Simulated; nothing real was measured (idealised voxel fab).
Title: Process Module voxel released beams
Cross-section cut: width 300 nm, square cells of 5 nm.
The cross-sections in this document take the form of a grid made of square cells. They are written out as bands, in order from top to bottom. Each band consists of one or more rows of cells. Top height, bottom height, nm. Materials left to right, width each, nm. Single material + "edge to edge" = fills band edge to edge. "blank" = empty. Height 0 is the level under which the wafer as received is all one material. The lowest band goes on downwards, as in "z 0 and below". So if you see something like "30 to 40" for the width, read it as the top row of the band sitting at the first number and the bottom row at the second, with every row in between moving by the same amount as the last. Given "no alteration" for a step, no cell of the cross-section differs between before and after that step. In the "Fully closed voids" entry, you get each enclosed empty space of 8 cells or more, one with no open way to the top, written width x height at distance, distance from the left edge, in nm. If you see something after the settings on a step's line, that's the simulator's own remark about that step. The optional step-line setting "overlay nm" applies to steps with a mask and quantifies how far to the right of its planned location the mask lay, a negative value indicating leftward placement.

plan
1) RECEIVE (material Si)
2) CONFORMAL_DEP (material SiN; thk nm 5)
3) DIRECTIONAL_DEP (material SiO2; thk nm 10)
4) DIRECTIONAL_DEP (material aC; thk nm 10)
5) PATTERN (tone open; mask id ANCHOR; material resist; width nm 40; thk nm 25; overlay nm 0)
6) DIRECTIONAL_ETCH (etch materials aC; depth nm 10)
7) STRIP (etch materials resist)
8) DIRECTIONAL_ETCH (etch materials SiO2; depth nm 10)
9) STRIP (etch materials aC)
10) CONFORMAL_DEP (material W; thk nm 15)
11) DIRECTIONAL_DEP (material aC; thk nm 15)
12) PATTERN (tone cover; mask id BEAM; material resist; width nm 90; thk nm 30; overlay nm 0)
13) DIRECTIONAL_ETCH (etch materials aC; depth nm 15)
14) STRIP (etch materials resist)
15) DIRECTIONAL_ETCH (etch materials W; depth nm 15)
16) STRIP (etch materials aC)
17) STRIP (etch materials SiO2)

Step 1 complete: cross-section of the wafer as received
	z 0 and below = Si edge to edge
	Fully closed voids: none

End-of-module cross-section of the first of two wafers, processed as planned
	z 30 to 20 = blank 100; W 20; blank 10; W 60; blank 110
	z 20 to 15 = blank 100; W 90; blank 110
	z 15 to 5 = blank 105; W 40; blank 155
	z 5 to 0 = SiN edge to edge
	z 0 and below = Si edge to edge
	Fully closed voids: none

Second wafer of the two, sectioned at the end of the module. It began like the first and followed the same plan, but one mistake was made while running it
	z 25 to 15 = blank 100; W 20; blank 10; W 60; blank 110
	z 15 to 10 = blank 100; W 90; blank 110
	z 10 to 0 = blank 105; W 40; blank 155
	z 0 and below = Si edge to edge
	Fully closed voids: none
Deviation from plan: the run left out plan step 2 entirely, so it was never executed
Final comparison by cell count, materials where the second wafer has more or fewer than the first: SiN: 60 fewer
